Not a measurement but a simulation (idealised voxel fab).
The following process module bears the name voxel air gaps.
This is section cut - it's 215 nm across, gridded in 5 nm square cells.
A cross-section is a grid of square cells, given in bands from the top down. A band is one or more rows of cells. Quick guide to a band line: top height, bottom height (nm) up front; then every material left to right with its width in nm. Only one material and it's marked "full width"? Then it fills the band edge to edge. And "empty" just means empty space. Height is counted from the level 0, under which the received wafer is composed throughout of one material. The lowest of the bands is not closed at the bottom but continues downward, in the notation "0 down". The width entry "30..40" should be interpreted row by row: the top row of cells in the band takes the first number, the bottom row takes the second number, and the change between adjacent rows is uniform throughout. Given "same as before" for a step, no cell of the cross-section differs between before and after that step. The list in "Completely sealed voids" covers empty spaces of 8 cells or more that cannot reach the top through any open way, and it gives each as width x height at distance; the distance is from the left edge, and width, height and distance are in nm. The remark found on a step's line after its settings is issued by the simulator itself and pertains to that step. overlay nm: mask right of planned place by this much (step with mask). Neg. = left.

# Process steps foreseen in the plan
1: RECEIVE [material Si]
2: CONFORMAL_DEP [material SiO2] [thk nm 15]
3: CONFORMAL_DEP [material SiCN] [thk nm 5]
4: DIRECTIONAL_DEP [material SiO2] [thk nm 30]
5: PATTERN [tone open] [mask id LINES] [material resist] [width nm 15] [pitch nm 45] [thk nm 20] [overlay nm 0]
6: DIRECTIONAL_ETCH [etch materials SiO2] [depth nm 30]
7: STRIP [etch materials resist]
8: CONFORMAL_DEP [material TiN] [thk nm 5]
9: FILL_DEP [material W] [thk nm 5]
10: CMP [height nm 50]
11: EPI [material Ru] [thk nm 10]
12: SELECTIVE_ETCH [etch materials SiO2] [depth nm 40]
13: CONFORMAL_DEP [material SiCN] [thk nm 5]

# Wafer at receipt (post step 1), cross-section
* 0 down: Si full width
* Completely sealed voids: none

# Run as planned - first of the two wafers cross-sectioned at the end of the module
* 65 to 60: 15 of empty, 180 of SiCN, 20 of empty
* 60 to 50: 15 of empty, 5 of SiCN, 35 of Ru, 10 of SiCN, 35 of Ru, 10 of SiCN, 35 of Ru, 10 of SiCN, 35 of Ru, 5 of SiCN, 20 of empty
* 50 to 45: 15 of empty, 15 of SiCN, 5 of TiN, 5 of W, 5 of TiN, 30 of SiCN, 5 of TiN, 5 of W, 5 of TiN, 30 of SiCN, 5 of TiN, 5 of W, 5 of TiN, 30 of SiCN, 5 of TiN, 5 of W, 5 of TiN, 15 of SiCN, 20 of empty
* 45 to 25: 25 of empty, 5 of SiCN, 5 of TiN, 5 of W, 5 of TiN, 5 of SiCN, 20 of empty, 5 of SiCN, 5 of TiN, 5 of W, 5 of TiN, 5 of SiCN, 20 of empty, 5 of SiCN, 5 of TiN, 5 of W, 5 of TiN, 5 of SiCN, 20 of empty, 5 of SiCN, 5 of TiN, 5 of W, 5 of TiN, 5 of SiCN, 30 of empty
* 25 to 20: 30 of SiCN, 15 of TiN, 30 of SiCN, 15 of TiN, 30 of SiCN, 15 of TiN, 30 of SiCN, 15 of TiN, 35 of SiCN
* 20 to 15: SiCN full width
* 15 to 0: SiO2 full width
* 0 down: Si full width
* Completely sealed voids: 20 x 20 at 50; 20 x 20 at 95; 20 x 20 at 140

# Same start, same plan as the first wafer - but one mistake in the run. Cross-section of the second of the two at the end of the module
* 65 to 60: 10 of empty, 180 of SiCN, 25 of empty
* 60 to 50: 10 of empty, 5 of SiCN, 35 of Ru, 10 of SiCN, 35 of Ru, 10 of SiCN, 35 of Ru, 10 of SiCN, 35 of Ru, 5 of SiCN, 25 of empty
* 50 to 45: 10 of empty, 15 of SiCN, 5 of TiN, 5 of W, 5 of TiN, 30 of SiCN, 5 of TiN, 5 of W, 5 of TiN, 30 of SiCN, 5 of TiN, 5 of W, 5 of TiN, 30 of SiCN, 5 of TiN, 5 of W, 5 of TiN, 15 of SiCN, 25 of empty
* 45 to 25: 20 of empty, 5 of SiCN, 5 of TiN, 5 of W, 5 of TiN, 5 of SiCN, 20 of empty, 5 of SiCN, 5 of TiN, 5 of W, 5 of TiN, 5 of SiCN, 20 of empty, 5 of SiCN, 5 of TiN, 5 of W, 5 of TiN, 5 of SiCN, 20 of empty, 5 of SiCN, 5 of TiN, 5 of W, 5 of TiN, 5 of SiCN, 35 of empty
* 25 to 20: 25 of SiCN, 15 of TiN, 30 of SiCN, 15 of TiN, 30 of SiCN, 15 of TiN, 30 of SiCN, 15 of TiN, 40 of SiCN
* 20 to 15: SiCN full width
* 15 to 0: SiO2 full width
* 0 down: Si full width
* Completely sealed voids: 20 x 20 at 45; 20 x 20 at 90; 20 x 20 at 135
Short version of what went wrong: step 5 ran with different settings than intended, the actual operation and settings being PATTERN [tone open] [mask id LINES] [material resist] [width nm 15] [pitch nm 45] [thk nm 20] [overlay nm -5]
At the close, every material occupies the same number of cells on the second wafer as on the first, only in different positions.
